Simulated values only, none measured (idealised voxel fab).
process module | voxel capacitor over wiring
Section shown: cut. Width: 170 nm. Cell size: 5 nm, square.
Cross-section format: a grid of square cells, given as bands from top to bottom; each band is one or more rows of cells.
Within each band entry, the heights of the top and of the bottom of the band appear first, in that order and in nm; the materials of the band then follow from left to right, each with its corresponding width in nm. The designation "full width" on a single material indicates that it fills the band from edge to edge; the designation "empty" indicates empty space.
Height reference: 0 = level under which incoming wafer is all one material. Lowest band: no bottom, runs on downward, e.g. "0 and below".
Note: "30..40" means the width goes from the first number (top row of the band) to the second number (bottom row) in equal steps per row of cells.
What does "no modifications" mean for a step? It means no cell of the cross-section changed in that step.
So "Closed voids list" is basically the list of trapped voids: any empty space of 8 cells or more that can't reach the top through an opening. They're written width x height at distance, the distance being from the left edge, and it's all nm.
On a step's line, text after the settings is the simulator commenting on that step.
The setting "overlay nm" may be written on the line of a step. When the step uses a mask, the value reports how far to the right of the planned place the mask lay, and a negative value reports that it lay to the left.
### List of planned process steps
1: op RECEIVE | material Si
2: op CONFORMAL_DEP | material SiO2 | thk nm 10
3: op CONFORMAL_DEP | material SiN | thk nm 5
4: op DIRECTIONAL_DEP | material lowk | thk nm 20
5: op PATTERN | tone open | mask id METAL_1 | material resist | width nm 25 | pitch nm 90 | thk nm 20 | overlay nm 0
6: op DIRECTIONAL_ETCH | etch materials lowk | depth nm 20
7: op DIRECTIONAL_ETCH | etch materials SiN | depth nm 5
8: op STRIP | etch materials resist
9: op CONFORMAL_DEP | material TiN | thk nm 5
10: op FILL_DEP | material Ru | thk nm 5
11: op CMP | height nm 35
12: op CONFORMAL_DEP | material SiCN | thk nm 5
13: op DIRECTIONAL_DEP | material lowk | thk nm 20
14: op MASKED_ETCH | tone open | mask id PLUG_1 | width nm 15 | etch materials lowk | depth nm 20 | overlay nm 0
15: op MASKED_ETCH | tone open | mask id PLUG_1 | width nm 15 | etch materials SiCN | depth nm 5 | overlay nm 0
16: op CONFORMAL_DEP | material TiN | thk nm 5
17: op FILL_DEP | material Ru | thk nm 5
18: op CMP | height nm 60
19: op DIRECTIONAL_DEP | material TiN | thk nm 5
20: op DIRECTIONAL_DEP | material SiN | thk nm 5
21: op DIRECTIONAL_DEP | material TiN | thk nm 10
22: op MASKED_ETCH | tone cover | mask id UPPER_PLATE | width nm 70 | etch materials TiN | depth nm 10 | overlay nm 0
23: op MASKED_ETCH | tone cover | mask id UPPER_PLATE | width nm 70 | etch materials SiN | depth nm 5 | overlay nm 0
24: op MASKED_ETCH | tone cover | mask id LOWER_PLATE | width nm 80 | etch materials TiN | depth nm 5 | overlay nm 0
25: op FILL_DEP | material SiO2 | thk nm 20
26: op CMP | height nm 95
27: op PATTERN | tone open | mask id PLUG_2 | material resist | width nm 15 | thk nm 15 | overlay nm 0
28: op DIRECTIONAL_ETCH | etch materials SiO2 | depth nm 15
29: op STRIP | etch materials resist
30: op CONFORMAL_DEP | material TiN | thk nm 5
31: op FILL_DEP | material Ru | thk nm 5
32: op CMP | height nm 95
33: op CONFORMAL_DEP | material SiCN | thk nm 5
### Here's what the wafer looked like in cross-section when it arrived - that's after step 1
	0 and below = Si full width
	Closed voids list: none
### End-of-module cross-section of the first of two wafers, processed as planned
	100 down to 95 = SiCN full width
	95 down to 85 = SiO2 45 | TiN 5 | Ru 5 | TiN 5 | SiO2 110
	85 down to 80 = SiO2 45 | TiN 15 | SiO2 110
	80 down to 70 = SiO2 35 | TiN 70 | SiO2 65
	70 down to 65 = SiO2 35 | SiN 70 | SiO2 65
	65 down to 60 = SiO2 30 | TiN 80 | SiO2 60
	60 down to 40 = lowk 35 | TiN 5 | Ru 5 | TiN 5 | lowk 120
	40 down to 35 = SiCN 35 | TiN 15 | SiCN 120
	35 down to 15 = lowk 25 | TiN 5 | Ru 15 | TiN 5 | lowk 65 | TiN 5 | Ru 15 | TiN 5 | lowk 30
	15 down to 10 = SiN 25 | TiN 25 | SiN 65 | TiN 25 | SiN 30
	10 down to 0 = SiO2 full width
	0 and below = Si full width
	Closed voids list: none
### Same start, same plan as the first wafer - but one mistake in the run. Cross-section of the second of the two at the end of the module
	100 down to 95 = SiCN full width
	95 down to 85 = SiO2 45 | TiN 5 | Ru 5 | TiN 5 | SiO2 110
	85 down to 80 = SiO2 45 | TiN 15 | SiO2 110
	80 down to 70 = SiO2 35 | TiN 70 | SiO2 65
	70 down to 65 = SiO2 35 | SiN 70 | SiO2 65
	65 down to 60 = SiO2 30 | TiN 80 | SiO2 60
	60 down to 40 = lowk 35 | TiN 5 | Ru 5 | TiN 5 | lowk 120
	40 down to 35 = SiCN 35 | TiN 15 | SiCN 120
	35 down to 30 = TiN 30 | Ru 15 | TiN 75 | Ru 15 | TiN 35
	30 down to 15 = lowk 25 | TiN 5 | Ru 15 | TiN 5 | lowk 65 | TiN 5 | Ru 15 | TiN 5 | lowk 30
	15 down to 10 = lowk 25 | TiN 25 | lowk 65 | TiN 25 | lowk 30
	10 down to 0 = SiO2 full width
	0 and below = Si full width
	Closed voids list: none
Plan not followed: no execution of plan step 3; skipped
Upon completion, the second wafer contains, in terms of cells, a greater or smaller amount of certain materials than the first wafer: SiN -24; TiN +24
